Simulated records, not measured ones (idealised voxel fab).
Herein follows the process module entitled voxel local oxidation.
Each square cell in cross-section cut measures 5 nm, and the section as a whole is 250 nm wide.
Think of the cross-section as a grid of square cells. We describe it in bands, top to bottom, and each band covers one or more rows of those cells. Read a band's entry like this: the first values are the height of its top and the height of its bottom in nm, and what follows is the sequence of materials from left to right, each with its width in nm. Note that "empty" is empty space, and that a single material marked "all across" reaches across the band from edge to edge. Basically, 0 is our baseline, since under it the wafer straight out of the box is all one material. The bottom band has no lower end and keeps on going down, so it looks like "0 down". The width entry "30->40" should be interpreted row by row: the top row of cells in the band takes the first number, the bottom row takes the second number, and the change between adjacent rows is uniform throughout. Where the words "nothing was modified" appear for a step, the cross-section shows no cell changed by that step; every cell remained as before. Empty spaces without an open route to the top, at least 8 cells in extent, make up the entry "Enclosed internal cavities"; each is given as width x height at distance, where the distance is measured from the left edge, and all are in nm. On a step's line, text after the settings is the simulator commenting on that step. What "overlay nm" on a step's line means: if the step has a mask, that mask lay this far to the right of its planned place, or, when the value is negative, to the left.

Intended process steps:
step 1: op RECEIVE | material Si
step 2: op OXIDIZE | depth nm 5
step 3: op CONFORMAL_DEP | material SiN | thk nm 10
step 4: op DIRECTIONAL_DEP | material aC | thk nm 10
step 5: op PATTERN | tone cover | mask id ACTIVE | material resist | width nm 80 | thk nm 25 | overlay nm 0
step 6: op DIRECTIONAL_ETCH | etch materials aC | depth nm 10
step 7: op STRIP | etch materials resist
step 8: op DIRECTIONAL_ETCH | etch materials SiN | depth nm 10
step 9: op STRIP | etch materials aC
step 10: op SELECTIVE_ETCH | etch materials SiO2 | depth nm 5
step 11: op OXIDIZE | depth nm 10
step 12: op STRIP | etch materials SiN
The value of width nm given for step 5 in the plan refers to the first wafer; the wafers vary in this setting and are alike at the start.

Cut through the first of several wafers as received, post step 1:
	0 down = Si all across
	Enclosed internal cavities: none

Module end state after final step 12: cross-section of the first of several wafers:
	0 to -5 = empty 90 | SiO2 70 | empty 90
	-5 to -15 = SiO2 100 | Si 50 | SiO2 100
	-15 down = Si all across
	Enclosed internal cavities: none

Last wafer of the set, cross-sectioned at end of module:
	0 to -5 = empty 80 | SiO2 95 | empty 75
	-5 to -15 = SiO2 90 | Si 75 | SiO2 85
	-15 down = Si all across
	Enclosed internal cavities: none

Below is a per-wafer table. In it, each row describes the wafer at the end of the module by giving, for each material, the number of cells gained (+) or lost (-) since the wafer was received, and after that the closed voids of the wafer:
width nm 80 | -130 Si | +94 SiO2 | Enclosed internal cavities: none
width nm 85 | -128 Si | +93 SiO2 | Enclosed internal cavities: none
width nm 90 | -126 Si | +92 SiO2 | Enclosed internal cavities: none
width nm 95 | -124 Si | +91 SiO2 | Enclosed internal cavities: none
width nm 100 | -122 Si | +90 SiO2 | Enclosed internal cavities: none
width nm 105 | -120 Si | +89 SiO2 | Enclosed internal cavities: none
